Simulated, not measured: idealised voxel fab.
The process module presented herein is designated voxel transistor to metal.
The figure presents cross-section cut, which has a width of 150 nm and is divided into square cells with an edge length of 5 nm.
Bands, listed from the top down, are how a cross-section gets written in this document; the cross-section itself is a grid of square cells, and a band is one or more rows of them. Heights first: top, then bottom, in nm. Then materials, left to right, each with a width in nm. "everywhere" on a single material: fills the band edge to edge. "blank": empty space. We count height from 0. Below that, the starting wafer is all one material. The lowest band never ends at the bottom but goes on down; see "from 0 down" for how that is written. Top row gets the first number, bottom row gets the second, and each row in between changes by the same step: that is how a band width like "30->40" works. "nothing different" (step): cross-section cells unchanged, all of them. "Closed internal cavities" contains a list of empty spaces, each no smaller than 8 cells and without an open way to the top, written in the form width x height at distance with the distance from the left edge and all three in nm. Read whatever lies past the settings on a step's line as the simulator's own remark about the step. "overlay nm" answers the question of how far to the right of plan the mask lay on a step that has a mask, and when it is negative the answer is to the left.

STEPS PLANNED FOR THE PROCESS
1: RECEIVE (material Si)
2: OXIDIZE (depth nm 5)
3: CONFORMAL_DEP (material SiN; thk nm 15)
4: MASKED_ETCH (tone cover; mask id ACTIVE; width nm 105; etch materials SiN; depth nm 15; overlay nm 0)
5: MASKED_ETCH (tone cover; mask id ACTIVE; width nm 105; etch materials SiO2; depth nm 5; overlay nm 0)
6: MASKED_ETCH (tone cover; mask id ACTIVE; width nm 105; etch materials Si; depth nm 35; overlay nm 0)
7: FILL_DEP (material SiO2; thk nm 15)
8: CMP (height nm 15)
9: SELECTIVE_ETCH (etch materials SiO2; depth nm 15)
10: STRIP (etch materials SiN)
11: SELECTIVE_ETCH (etch materials SiO2; depth nm 5)
12: OXIDIZE (depth nm 5)
13: DIRECTIONAL_DEP (material polySi; thk nm 25)
14: DIRECTIONAL_DEP (material SiCN; thk nm 15)
15: DIRECTIONAL_DEP (material aC; thk nm 10)
16: PATTERN (tone cover; mask id GATE; material resist; width nm 25; thk nm 30; overlay nm 0)
17: DIRECTIONAL_ETCH (etch materials aC; depth nm 10)
18: STRIP (etch materials resist)
19: DIRECTIONAL_ETCH (etch materials SiCN; depth nm 25)
20: DIRECTIONAL_ETCH (etch materials polySi; depth nm 35)
21: STRIP (etch materials aC)
22: CONFORMAL_DEP (material SiN; thk nm 5)
23: DIRECTIONAL_ETCH (etch materials SiN; depth nm 5)
24: DIRECTIONAL_ETCH (etch materials SiO2; depth nm 5)
25: DIRECTIONAL_ETCH (etch materials Si; depth nm 5)
26: EPI (material SiGe; thk nm 5)
27: FILL_DEP (material SiO2; thk nm 10)
28: CMP (height nm 20)
29: STRIP (etch materials polySi)
30: SELECTIVE_ETCH (etch materials SiO2; depth nm 5)
31: CONFORMAL_DEP (material HfO2; thk nm 5)
32: CONFORMAL_DEP (material TiN; thk nm 5)
33: FILL_DEP (material W; thk nm 5)
34: CMP (height nm 15)
35: DIRECTIONAL_DEP (material SiO2; thk nm 10)
36: MASKED_ETCH (tone open; mask id CONTACT; width nm 15; pitch nm 80; etch materials SiO2; depth nm 35; overlay nm 0)
37: CONFORMAL_DEP (material TiN; thk nm 5)
38: FILL_DEP (material W; thk nm 10)
39: CMP (height nm 25)
40: DIRECTIONAL_DEP (material TiN; thk nm 5)
41: DIRECTIONAL_DEP (material W; thk nm 15)
42: PATTERN (tone cover; mask id METAL_1; material resist; width nm 15; pitch nm 80; thk nm 20; overlay nm 0)
43: DIRECTIONAL_ETCH (etch materials W; depth nm 15)
44: DIRECTIONAL_ETCH (etch materials TiN; depth nm 5)
45: STRIP (etch materials resist)
46: FILL_DEP (material SiO2; thk nm 5)
47: CMP (height nm 45)
48: CONFORMAL_DEP (material SiN; thk nm 5)

SHOWN IN CROSS-SECTION IS THE WAFER AS RECEIVED, THAT IS, AS IT STANDS AFTER STEP 1
  from 0 down = Si everywhere
  Closed internal cavities: none

STARTING STRUCTURE AND PROCESS PLAN ARE AS SHOWN ABOVE, BUT ONE MISTAKE WAS MADE IN RUNNING THE MODULE; THE WAFER CROSS-SECTION AT THE END OF THE MODULE FOLLOWS
  from 50 to 45 = SiN everywhere
  from 45 to 30 = SiO2 (25), then W (15), then SiO2 (65), then W (15), then SiO2 (30)
  from 30 to 25 = SiO2 (25), then TiN (15), then SiO2 (65), then TiN (15), then SiO2 (30)
  from 25 to 20 = SiO2 (25), then TiN (5), then W (5), then TiN (5), then SiO2 (65), then TiN (5), then W (5), then TiN (5), then SiO2 (30)
  from 20 to 15 = SiO2 (25), then TiN (15), then SiO2 (65), then TiN (15), then SiO2 (30)
  from 15 to 0 = SiCN (55), then SiN (5), then HfO2 (5), then TiN (5), then W (5), then TiN (5), then HfO2 (5), then SiN (5), then SiCN (60)
  from 0 to -5 = SiCN (55), then SiN (5), then HfO2 (5), then TiN (15), then HfO2 (5), then SiN (5), then SiCN (60)
  from -5 to -10 = SiCN (50), then SiGe (5), then HfO2 (35), then SiGe (5), then SiCN (55)
  from -10 to -15 = SiO2 (20), then SiGe (35), then Si (35), then SiGe (35), then SiO2 (25)
  from -15 to -40 = SiO2 (20), then Si (105), then SiO2 (25)
  from -40 down = Si everywhere
  Closed internal cavities: none
The mistake made against the process plan was this: step 27 was processed under conditions differing from the plan, specifically as FILL_DEP (material SiCN; thk nm 10)
